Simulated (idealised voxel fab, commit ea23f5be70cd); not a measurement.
The following process module bears the name voxel self aligned contacts.
Xsec cut, 210 nm wide, square cell size 5 nm.
In what follows, cross-sections appear as grids of square cells, described through bands that run from the top down, where every band is one or more rows of cells. It is stipulated that each band's entry specify, in nanometres, the height of the top of the band and then that of its bottom, followed by the materials of the band in left-to-right sequence, each together with its width in nanometres. A single material marked by the word "everywhere" is understood to fill the band from edge to edge; the word "empty" is understood to denote empty space. Heights are measured from 0, the level below which the as-received wafer is all one material; the lowest band has no bottom and continues downward, written as in "0 and below". Width spec "30 to 40" -> top row of cells at first value, bottom row at second value, equal per-row change in between. Reading "left unchanged" for a step: not a cell of the cross-section changed in it. If an empty space has no open way to the top and is at least 8 cells in size, "Enclosed internal voids" lists it, written width x height at distance, where distance is measured from the left edge and every value is in nm. What comes after the settings on a step's line is commentary from the simulator itself on that step. overlay nm: on a step with a mask, how far right of its planned place the mask lay; negative means left.
**Process steps - plan**
1 RECEIVE | material Si
2 OXIDIZE | depth nm 5
3 DIRECTIONAL_DEP | material polySi | thk nm 25
4 DIRECTIONAL_DEP | material SiN | thk nm 20
5 PATTERN | tone cover | mask id GATE | material resist | width nm 30 | pitch nm 55 | thk nm 15 | overlay nm 0
6 DIRECTIONAL_ETCH | etch materials SiN | depth nm 20
7 DIRECTIONAL_ETCH | etch materials polySi | depth nm 25
8 STRIP | etch materials resist
9 CONFORMAL_DEP | material SiN | thk nm 5
10 DIRECTIONAL_ETCH | etch materials SiN | depth nm 5
11 FILL_DEP | material SiO2 | thk nm 15
12 CMP | height nm 55
13 PATTERN | tone open | mask id CONTACT | material resist | width nm 35 | pitch nm 55 | thk nm 15 | overlay nm -15
14 DIRECTIONAL_ETCH | etch materials SiO2 | depth nm 60
15 STRIP | etch materials resist
16 CONFORMAL_DEP | material TiN | thk nm 5
17 FILL_DEP | material W | thk nm 10
18 CMP | height nm 55
19 CONFORMAL_DEP | material SiCN | thk nm 5
Same starting wafers, different overlay nm at step 13. Plan value belongs to the first wafer.
**Here's the first of the wafers in cross-section, just as we got it, i.e. after step 1**
* 0 and below | Si everywhere
* Enclosed internal voids: none
**Per wafer (row), end of module: delta in cells per material since receipt, (+) for gained, (-) for lost; closed voids after that**
overlay nm -15, -42 Si, +42 SiCN, +126 SiN, +220 SiO2, +58 TiN, +10 W, +90 polySi, Enclosed internal voids: none
overlay nm -10, -42 Si, +42 SiCN, +126 SiN, +200 SiO2, +58 TiN, +30 W, +90 polySi, Enclosed internal voids: none
overlay nm -5, -42 Si, +42 SiCN, +126 SiN, +200 SiO2, +58 TiN, +30 W, +90 polySi, Enclosed internal voids: none
overlay nm 0, -42 Si, +42 SiCN, +126 SiN, +200 SiO2, +58 TiN, +30 W, +90 polySi, Enclosed internal voids: none
overlay nm 5, -42 Si, +42 SiCN, +126 SiN, +200 SiO2, +58 TiN, +30 W, +90 polySi, Enclosed internal voids: none
overlay nm 10, -42 Si, +42 SiCN, +126 SiN, +200 SiO2, +58 TiN, +30 W, +90 polySi, Enclosed internal voids: none
overlay nm 15, -42 Si, +42 SiCN, +126 SiN, +220 SiO2, +58 TiN, +10 W, +90 polySi, Enclosed internal voids: none
